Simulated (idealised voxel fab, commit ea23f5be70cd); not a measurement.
process module | voxel transistor to metal
cross-section cut | 210 nm wide | cells 5 nm
A cross-section is a grid of square cells, given in bands from the top down. A band is one or more rows of cells.
Each band's line starts with the height of the band's top and of its bottom, in nm. Then come its materials from left to right, each with its width in nm. One material with "throughout" fills the band from edge to edge. "air" is empty space.
Height 0 is the level under which the wafer as received is all one material. The lowest band goes on downwards, as in "0 down".
A width such as "30 to 40" changes by the same amount from each row of cells to the next, from the band's top row to its bottom row.
"no change" after a step means that no cell of the cross-section changed.
closed voids: empty space of 8 cells or more with no open way to the top, each as width x height at its distance from the left edge, in nm
after a step's settings: what the simulator itself notes on the step
overlay nm, on a step with a mask: how far to the right of its planned place the mask lay; to the left if negative
plan
1 op RECEIVE | material Si
2 op OXIDIZE | depth nm 5
3 op CONFORMAL_DEP | material SiN | thk nm 15
4 op MASKED_ETCH | tone cover | mask id ACTIVE | width nm 115 | etch materials SiN | depth nm 15 | overlay nm 0
5 op MASKED_ETCH | tone cover | mask id ACTIVE | width nm 115 | etch materials SiO2 | depth nm 5 | overlay nm 0
6 op MASKED_ETCH | tone cover | mask id ACTIVE | width nm 115 | etch materials Si | depth nm 25 | overlay nm 0
7 op OXIDIZE | depth nm 5
8 op FILL_DEP | material SiO2 | thk nm 15
9 op CMP | height nm 15
10 op SELECTIVE_ETCH | etch materials SiO2 | depth nm 10
11 op STRIP | etch materials SiN
12 op SELECTIVE_ETCH | etch materials SiO2 | depth nm 5
13 op OXIDIZE | depth nm 5
14 op DIRECTIONAL_DEP | material polySi | thk nm 25
15 op DIRECTIONAL_DEP | material SiCN | thk nm 10
16 op DIRECTIONAL_DEP | material aC | thk nm 10
17 op PATTERN | tone cover | mask id GATE | material resist | width nm 15 | thk nm 25 | overlay nm 0
18 op DIRECTIONAL_ETCH | etch materials aC | depth nm 10
19 op STRIP | etch materials resist
20 op DIRECTIONAL_ETCH | etch materials SiCN | depth nm 20
21 op DIRECTIONAL_ETCH | etch materials polySi | depth nm 35
22 op STRIP | etch materials aC
23 op CONFORMAL_DEP | material SiN | thk nm 10
24 op DIRECTIONAL_ETCH | etch materials SiN | depth nm 10
25 op DIRECTIONAL_ETCH | etch materials SiO2 | depth nm 5
26 op DIRECTIONAL_ETCH | etch materials Si | depth nm 10
27 op EPI | material nSi | thk nm 15
28 op FILL_DEP | material SiO2 | thk nm 5
29 op CMP | height nm 30
30 op DIRECTIONAL_DEP | material SiO2 | thk nm 15
31 op DIRECTIONAL_DEP | material aC | thk nm 10
32 op PATTERN | tone open | mask id CONTACT | material resist | width nm 20 | pitch nm 75 | thk nm 30 | overlay nm 0
33 op DIRECTIONAL_ETCH | etch materials aC | depth nm 10
34 op STRIP | etch materials resist
35 op DIRECTIONAL_ETCH | etch materials SiO2 | depth nm 50
36 op STRIP | etch materials aC
37 op CONFORMAL_DEP | material TiN | thk nm 5
38 op FILL_DEP | material W | thk nm 5
39 op CMP | height nm 45
40 op CONFORMAL_DEP | material SiCN | thk nm 5
41 op DIRECTIONAL_DEP | material lowk | thk nm 25
42 op PATTERN | tone open | mask id METAL_1 | material resist | width nm 20 | pitch nm 75 | thk nm 15 | overlay nm 0
43 op DIRECTIONAL_ETCH | etch materials lowk | depth nm 25
44 op DIRECTIONAL_ETCH | etch materials SiCN | depth nm 5
45 op STRIP | etch materials resist
46 op CONFORMAL_DEP | material TiN | thk nm 5
47 op FILL_DEP | material Ru | thk nm 10
48 op CMP | height nm 75
49 op CONFORMAL_DEP | material SiN | thk nm 5
first wafer, as planned
as received, after step 1
  0 down: Si throughout
  closed voids: none
after step 2
  0 to -5: SiO2 throughout
  below -5: unchanged
after step 3
  15 to 0: SiN throughout
  below 0: unchanged
after step 4
  15 to 0: air 45 | SiN 115 | air 50
  below 0: unchanged
after step 5
  15 to 0: air 45 | SiN 115 | air 50
  0 to -5: air 45 | SiO2 115 | air 50
  below -5: unchanged
after step 6
  15 to 0: air 45 | SiN 115 | air 50
  0 to -5: air 45 | SiO2 115 | air 50
  -5 to -30: air 45 | Si 115 | air 50
  below -30: unchanged
after step 7
  15 to 0: air 45 | SiN 115 | air 50
  0 to -5: air 45 | SiO2 115 | air 50
  -5 to -30: air 45 | SiO2 5 | Si 105 | SiO2 5 | air 50
  -30 to -35: SiO2 50 | Si 105 | SiO2 55
  below -35: unchanged
after step 8
  30 to 15: SiO2 throughout
  15 to 0: SiO2 45 | SiN 115 | SiO2 50
  0 to -5: SiO2 throughout
  -5 to -35: SiO2 50 | Si 105 | SiO2 55
  below -35: unchanged
after step 9
  15 to 0: SiO2 45 | SiN 115 | SiO2 50
  below 0: unchanged
after step 10
  15 to 5: air 45 | SiN 115 | air 50
  below 5: unchanged
after step 11
  5 to 0: SiO2 45 | air 115 | SiO2 50
  below 0: unchanged
after step 12
  0 to -5: SiO2 40 | air 125 | SiO2 45
  below -5: unchanged
after step 13
  0 to -5: SiO2 40 | air 125 | SiO2 45
  -5 to -10: SiO2 throughout
  below -10: unchanged
after step 14
  25 to 20: polySi 40 | air 125 | polySi 45
  20 to 0: polySi throughout
  0 to -5: SiO2 40 | polySi 125 | SiO2 45
  below -5: unchanged
after step 15
  35 to 30: SiCN 40 | air 125 | SiCN 45
  30 to 25: SiCN throughout
  25 to 20: polySi 40 | SiCN 125 | polySi 45
  below 20: unchanged
after step 16
  45 to 40: aC 40 | air 125 | aC 45
  40 to 35: aC throughout
  35 to 30: SiCN 40 | aC 125 | SiCN 45
  below 30: unchanged
after step 17
  70 to 45: air 95 | resist 15 | air 100
  45 to 40: aC 40 | air 55 | resist 15 | air 55 | aC 45
  below 40: unchanged
after step 18
  60 to 40: air 95 | resist 15 | air 100
  40 to 35: air 95 | aC 15 | air 100
  35 to 30: SiCN 40 | air 55 | aC 15 | air 55 | SiCN 45
  below 30: unchanged
after step 19
  40 to 35: air 95 | aC 15 | air 100
  below 35: unchanged
after step 20
  40 to 30: air 95 | aC 15 | air 100
  30 to 25: air 95 | SiCN 15 | air 100
  25 to 20: polySi 40 | air 55 | SiCN 15 | air 55 | polySi 45
  below 20: unchanged
after step 21
  40 to 30: air 95 | aC 15 | air 100
  30 to 20: air 95 | SiCN 15 | air 100
  20 to 0: air 95 | polySi 15 | air 100
  0 to -5: SiO2 40 | air 55 | polySi 15 | air 55 | SiO2 45
  below -5: unchanged
after step 22
  30 to 20: air 95 | SiCN 15 | air 100
  below 20: unchanged
after step 23
  40 to 30: air 85 | SiN 35 | air 90
  30 to 20: air 85 | SiN 10 | SiCN 15 | SiN 10 | air 90
  20 to 10: air 85 | SiN 10 | polySi 15 | SiN 10 | air 90
  10 to 5: SiN 50 | air 35 | SiN 10 | polySi 15 | SiN 10 | air 35 | SiN 55
  5 to 0: SiN 95 | polySi 15 | SiN 100
  0 to -5: SiO2 40 | SiN 55 | polySi 15 | SiN 55 | SiO2 45
  below -5: unchanged
after step 24
  30 to 20: air 85 | SiN 10 | SiCN 15 | SiN 10 | air 90
  20 to 0: air 85 | SiN 10 | polySi 15 | SiN 10 | air 90
  0 to -5: SiO2 40 | SiN 10 | air 35 | SiN 10 | polySi 15 | SiN 10 | air 35 | SiN 10 | SiO2 45
  below -5: unchanged
after step 25
  30 to 20: air 85 | SiN 10 | SiCN 15 | SiN 10 | air 90
  20 to 0: air 85 | SiN 10 | polySi 15 | SiN 10 | air 90
  0 to -5: air 40 | SiN 10 | air 35 | SiN 10 | polySi 15 | SiN 10 | air 35 | SiN 10 | air 45
  -5 to -10: SiO2 50 | air 35 | SiO2 35 | air 35 | SiO2 55
  below -10: unchanged
after step 26
  30 to 20: air 85 | SiN 10 | SiCN 15 | SiN 10 | air 90
  20 to 0: air 85 | SiN 10 | polySi 15 | SiN 10 | air 90
  0 to -5: air 40 | SiN 10 | air 35 | SiN 10 | polySi 15 | SiN 10 | air 35 | SiN 10 | air 45
  -5 to -10: SiO2 50 | air 35 | SiO2 35 | air 35 | SiO2 55
  -10 to -20: SiO2 50 | air 35 | Si 35 | air 35 | SiO2 55
  below -20: unchanged
after step 27
  30 to 20: air 85 | SiN 10 | SiCN 15 | SiN 10 | air 90
  20 to 5: air 85 | SiN 10 | polySi 15 | SiN 10 | air 90
  5 to 0: air 70 | nSi 15 | SiN 10 | polySi 15 | SiN 10 | nSi 15 | air 75
  0 to -5: air 40 | SiN 10 | air 20 | nSi 15 | SiN 10 | polySi 15 | SiN 10 | nSi 15 | air 20 | SiN 10 | air 45
  -5 to -10: SiO2 50 | nSi 35 | SiO2 35 | nSi 35 | SiO2 55
  -10 to -20: SiO2 50 | nSi 35 | Si 35 | nSi 35 | SiO2 55
  below -20: unchanged
after step 28
  35 to 30: SiO2 throughout
  30 to 20: SiO2 85 | SiN 10 | SiCN 15 | SiN 10 | SiO2 90
  20 to 5: SiO2 85 | SiN 10 | polySi 15 | SiN 10 | SiO2 90
  5 to 0: SiO2 70 | nSi 15 | SiN 10 | polySi 15 | SiN 10 | nSi 15 | SiO2 75
  0 to -5: SiO2 40 | SiN 10 | SiO2 20 | nSi 15 | SiN 10 | polySi 15 | SiN 10 | nSi 15 | SiO2 20 | SiN 10 | SiO2 45
  below -5: unchanged
after step 29
  30 to 20: SiO2 85 | SiN 10 | SiCN 15 | SiN 10 | SiO2 90
  below 20: unchanged
after step 30
  45 to 30: SiO2 throughout
  below 30: unchanged
after step 31
  55 to 45: aC throughout
  below 45: unchanged
after step 32
  85 to 55: resist 55 | air 20 | resist 55 | air 20 | resist 60
  below 55: unchanged
after step 33
  75 to 55: resist 55 | air 20 | resist 55 | air 20 | resist 60
  55 to 45: aC 55 | air 20 | aC 55 | air 20 | aC 60
  below 45: unchanged
after step 34
  55 to 45: aC 55 | air 20 | aC 55 | air 20 | aC 60
  below 45: unchanged
after step 35
  55 to 45: aC 55 | air 20 | aC 55 | air 20 | aC 60
  45 to 30: SiO2 55 | air 20 | SiO2 55 | air 20 | SiO2 60
  30 to 20: SiO2 55 | air 20 | SiO2 10 | SiN 10 | SiCN 15 | SiN 10 | SiO2 10 | air 20 | SiO2 60
  20 to 5: SiO2 55 | air 20 | SiO2 10 | SiN 10 | polySi 15 | SiN 10 | SiO2 10 | air 20 | SiO2 60
  5 to 0: SiO2 55 | air 15 | nSi 15 | SiN 10 | polySi 15 | SiN 10 | nSi 15 | air 15 | SiO2 60
  0 to -5: SiO2 40 | SiN 10 | SiO2 5 | air 15 | nSi 15 | SiN 10 | polySi 15 | SiN 10 | nSi 15 | air 15 | SiO2 5 | SiN 10 | SiO2 45
  below -5: unchanged
after step 36
  45 to 30: SiO2 55 | air 20 | SiO2 55 | air 20 | SiO2 60
  below 30: unchanged
after step 37
  50 to 45: TiN 60 | air 10 | TiN 65 | air 10 | TiN 65
  45 to 30: SiO2 55 | TiN 5 | air 10 | TiN 5 | SiO2 55 | TiN 5 | air 10 | TiN 5 | SiO2 60
  30 to 20: SiO2 55 | TiN 5 | air 10 | TiN 5 | SiO2 10 | SiN 10 | SiCN 15 | SiN 10 | SiO2 10 | TiN 5 | air 10 | TiN 5 | SiO2 60
  20 to 10: SiO2 55 | TiN 5 | air 10 | TiN 5 | SiO2 10 | SiN 10 | polySi 15 | SiN 10 | SiO2 10 | TiN 5 | air 10 | TiN 5 | SiO2 60
  10 to 5: SiO2 55 | TiN 5 | air 5 | TiN 10 | SiO2 10 | SiN 10 | polySi 15 | SiN 10 | SiO2 10 | TiN 10 | air 5 | TiN 5 | SiO2 60
  5 to 0: SiO2 55 | TiN 5 | air 5 | TiN 5 | nSi 15 | SiN 10 | polySi 15 | SiN 10 | nSi 15 | TiN 5 | air 5 | TiN 5 | SiO2 60
  0 to -5: SiO2 40 | SiN 10 | SiO2 5 | TiN 15 | nSi 15 | SiN 10 | polySi 15 | SiN 10 | nSi 15 | TiN 15 | SiO2 5 | SiN 10 | SiO2 45
  below -5: unchanged
after step 38
  55 to 50: W throughout
  50 to 45: TiN 60 | W 10 | TiN 65 | W 10 | TiN 65
  45 to 30: SiO2 55 | TiN 5 | W 10 | TiN 5 | SiO2 55 | TiN 5 | W 10 | TiN 5 | SiO2 60
  30 to 20: SiO2 55 | TiN 5 | W 10 | TiN 5 | SiO2 10 | SiN 10 | SiCN 15 | SiN 10 | SiO2 10 | TiN 5 | W 10 | TiN 5 | SiO2 60
  20 to 10: SiO2 55 | TiN 5 | W 10 | TiN 5 | SiO2 10 | SiN 10 | polySi 15 | SiN 10 | SiO2 10 | TiN 5 | W 10 | TiN 5 | SiO2 60
  10 to 5: SiO2 55 | TiN 5 | W 5 | TiN 10 | SiO2 10 | SiN 10 | polySi 15 | SiN 10 | SiO2 10 | TiN 10 | W 5 | TiN 5 | SiO2 60
  5 to 0: SiO2 55 | TiN 5 | W 5 | TiN 5 | nSi 15 | SiN 10 | polySi 15 | SiN 10 | nSi 15 | TiN 5 | W 5 | TiN 5 | SiO2 60
  below 0: unchanged
after step 39
  45 to 30: SiO2 55 | TiN 5 | W 10 | TiN 5 | SiO2 55 | TiN 5 | W 10 | TiN 5 | SiO2 60
  below 30: unchanged
after step 40
  50 to 45: SiCN throughout
  below 45: unchanged
after step 41
  75 to 50: lowk throughout
  below 50: unchanged
after step 42
  90 to 75: resist 55 | air 20 | resist 55 | air 20 | resist 60
  below 75: unchanged
after step 43
  90 to 75: resist 55 | air 20 | resist 55 | air 20 | resist 60
  75 to 50: lowk 55 | air 20 | lowk 55 | air 20 | lowk 60
  below 50: unchanged
after step 44
  90 to 75: resist 55 | air 20 | resist 55 | air 20 | resist 60
  75 to 50: lowk 55 | air 20 | lowk 55 | air 20 | lowk 60
  50 to 45: SiCN 55 | air 20 | SiCN 55 | air 20 | SiCN 60
  below 45: unchanged
after step 45
  75 to 50: lowk 55 | air 20 | lowk 55 | air 20 | lowk 60
  below 50: unchanged
after step 46
  80 to 75: TiN 60 | air 10 | TiN 65 | air 10 | TiN 65
  75 to 50: lowk 55 | TiN 5 | air 10 | TiN 5 | lowk 55 | TiN 5 | air 10 | TiN 5 | lowk 60
  50 to 45: SiCN 55 | TiN 20 | SiCN 55 | TiN 20 | SiCN 60
  below 45: unchanged
after step 47
  90 to 80: Ru throughout
  80 to 75: TiN 60 | Ru 10 | TiN 65 | Ru 10 | TiN 65
  75 to 50: lowk 55 | TiN 5 | Ru 10 | TiN 5 | lowk 55 | TiN 5 | Ru 10 | TiN 5 | lowk 60
  below 50: unchanged
after step 48
  75 to 50: lowk 55 | TiN 5 | Ru 10 | TiN 5 | lowk 55 | TiN 5 | Ru 10 | TiN 5 | lowk 60
  below 50: unchanged
after step 49
  80 to 75: SiN throughout
  below 75: unchanged
second wafer: like start, like plan, one mistake. Through step 8 it matches the first wafer
when step 9 should have ended: no change
when step 10 should have ended
  20 to 15: SiO2 throughout
  below 15: unchanged
when step 11 should have ended: no change
when step 12 should have ended
  15 to 0: SiO2 45 | SiN 115 | SiO2 50
  below 0: unchanged
when step 13 should have ended: no change
when step 14 should have ended
  40 to 15: polySi throughout
  below 15: unchanged
when step 15 should have ended
  50 to 40: SiCN throughout
  below 40: unchanged
when step 16 should have ended
  60 to 50: aC throughout
  below 50: unchanged
when step 17 should have ended
  85 to 60: air 95 | resist 15 | air 100
  below 60: unchanged
when step 18 should have ended
  75 to 60: air 95 | resist 15 | air 100
  60 to 50: air 95 | aC 15 | air 100
  below 50: unchanged
when step 19 should have ended
  60 to 50: air 95 | aC 15 | air 100
  below 50: unchanged
when step 20 should have ended
  60 to 50: air 95 | aC 15 | air 100
  50 to 40: air 95 | SiCN 15 | air 100
  below 40: unchanged
when step 21 should have ended
  60 to 50: air 95 | aC 15 | air 100
  50 to 40: air 95 | SiCN 15 | air 100
  40 to 15: air 95 | polySi 15 | air 100
  below 15: unchanged
when step 22 should have ended
  50 to 40: air 95 | SiCN 15 | air 100
  below 40: unchanged
when step 23 should have ended
  60 to 50: air 85 | SiN 35 | air 90
  50 to 40: air 85 | SiN 10 | SiCN 15 | SiN 10 | air 90
  40 to 25: air 85 | SiN 10 | polySi 15 | SiN 10 | air 90
  25 to 15: SiN 95 | polySi 15 | SiN 100
  below 15: unchanged
when step 24 should have ended
  50 to 40: air 85 | SiN 10 | SiCN 15 | SiN 10 | air 90
  40 to 15: air 85 | SiN 10 | polySi 15 | SiN 10 | air 90
  below 15: unchanged
when step 25 should have ended
  50 to 40: air 85 | SiN 10 | SiCN 15 | SiN 10 | air 90
  40 to 15: air 85 | SiN 10 | polySi 15 | SiN 10 | air 90
  15 to 10: air 45 | SiN 115 | air 50
  below 10: unchanged
when step 26 should have ended: no change
when step 27 should have ended: no change
when step 28 should have ended
  55 to 50: SiO2 throughout
  50 to 40: SiO2 85 | SiN 10 | SiCN 15 | SiN 10 | SiO2 90
  40 to 15: SiO2 85 | SiN 10 | polySi 15 | SiN 10 | SiO2 90
  15 to 0: SiO2 45 | SiN 115 | SiO2 50
  below 0: unchanged
when step 29 should have ended
  30 to 15: SiO2 85 | SiN 10 | polySi 15 | SiN 10 | SiO2 90
  below 15: unchanged
when step 30 should have ended
  45 to 30: SiO2 throughout
  below 30: unchanged
when step 31 should have ended
  55 to 45: aC throughout
  below 45: unchanged
when step 32 should have ended
  85 to 55: resist 55 | air 20 | resist 55 | air 20 | resist 60
  below 55: unchanged
when step 33 should have ended
  75 to 55: resist 55 | air 20 | resist 55 | air 20 | resist 60
  55 to 45: aC 55 | air 20 | aC 55 | air 20 | aC 60
  below 45: unchanged
when step 34 should have ended
  55 to 45: aC 55 | air 20 | aC 55 | air 20 | aC 60
  below 45: unchanged
when step 35 should have ended
  55 to 45: aC 55 | air 20 | aC 55 | air 20 | aC 60
  45 to 30: SiO2 55 | air 20 | SiO2 55 | air 20 | SiO2 60
  30 to 15: SiO2 55 | air 20 | SiO2 10 | SiN 10 | polySi 15 | SiN 10 | SiO2 10 | air 20 | SiO2 60
  below 15: unchanged
when step 36 should have ended
  45 to 30: SiO2 55 | air 20 | SiO2 55 | air 20 | SiO2 60
  below 30: unchanged
when step 37 should have ended
  50 to 45: TiN 60 | air 10 | TiN 65 | air 10 | TiN 65
  45 to 30: SiO2 55 | TiN 5 | air 10 | TiN 5 | SiO2 55 | TiN 5 | air 10 | TiN 5 | SiO2 60
  30 to 20: SiO2 55 | TiN 5 | air 10 | TiN 5 | SiO2 10 | SiN 10 | polySi 15 | SiN 10 | SiO2 10 | TiN 5 | air 10 | TiN 5 | SiO2 60
  20 to 15: SiO2 55 | TiN 20 | SiO2 10 | SiN 10 | polySi 15 | SiN 10 | SiO2 10 | TiN 20 | SiO2 60
  below 15: unchanged
when step 38 should have ended
  55 to 50: W throughout
  50 to 45: TiN 60 | W 10 | TiN 65 | W 10 | TiN 65
  45 to 30: SiO2 55 | TiN 5 | W 10 | TiN 5 | SiO2 55 | TiN 5 | W 10 | TiN 5 | SiO2 60
  30 to 20: SiO2 55 | TiN 5 | W 10 | TiN 5 | SiO2 10 | SiN 10 | polySi 15 | SiN 10 | SiO2 10 | TiN 5 | W 10 | TiN 5 | SiO2 60
  below 20: unchanged
when step 39 should have ended
  45 to 30: SiO2 55 | TiN 5 | W 10 | TiN 5 | SiO2 55 | TiN 5 | W 10 | TiN 5 | SiO2 60
  below 30: unchanged
when step 40 should have ended
  50 to 45: SiCN throughout
  below 45: unchanged
when step 41 should have ended
  75 to 50: lowk throughout
  below 50: unchanged
when step 42 should have ended
  90 to 75: resist 55 | air 20 | resist 55 | air 20 | resist 60
  below 75: unchanged
when step 43 should have ended
  90 to 75: resist 55 | air 20 | resist 55 | air 20 | resist 60
  75 to 50: lowk 55 | air 20 | lowk 55 | air 20 | lowk 60
  below 50: unchanged
when step 44 should have ended
  90 to 75: resist 55 | air 20 | resist 55 | air 20 | resist 60
  75 to 50: lowk 55 | air 20 | lowk 55 | air 20 | lowk 60
  50 to 45: SiCN 55 | air 20 | SiCN 55 | air 20 | SiCN 60
  below 45: unchanged
when step 45 should have ended
  75 to 50: lowk 55 | air 20 | lowk 55 | air 20 | lowk 60
  below 50: unchanged
when step 46 should have ended
  80 to 75: TiN 60 | air 10 | TiN 65 | air 10 | TiN 65
  75 to 50: lowk 55 | TiN 5 | air 10 | TiN 5 | lowk 55 | TiN 5 | air 10 | TiN 5 | lowk 60
  50 to 45: SiCN 55 | TiN 20 | SiCN 55 | TiN 20 | SiCN 60
  below 45: unchanged
when step 47 should have ended
  90 to 80: Ru throughout
  80 to 75: TiN 60 | Ru 10 | TiN 65 | Ru 10 | TiN 65
  75 to 50: lowk 55 | TiN 5 | Ru 10 | TiN 5 | lowk 55 | TiN 5 | Ru 10 | TiN 5 | lowk 60
  below 50: unchanged
when step 48 should have ended
  75 to 50: lowk 55 | TiN 5 | Ru 10 | TiN 5 | lowk 55 | TiN 5 | Ru 10 | TiN 5 | lowk 60
  below 50: unchanged
when step 49 should have ended
  80 to 75: SiN throughout
  below 75: unchanged
what went wrong: step 9 was left out
at the end the second wafer has, in cells: 49 more of Si | 6 fewer of SiCN | 49 more of SiN | 4 fewer of SiO2 | 16 fewer of TiN | 12 fewer of W | 54 fewer of nSi | 6 fewer of polySi
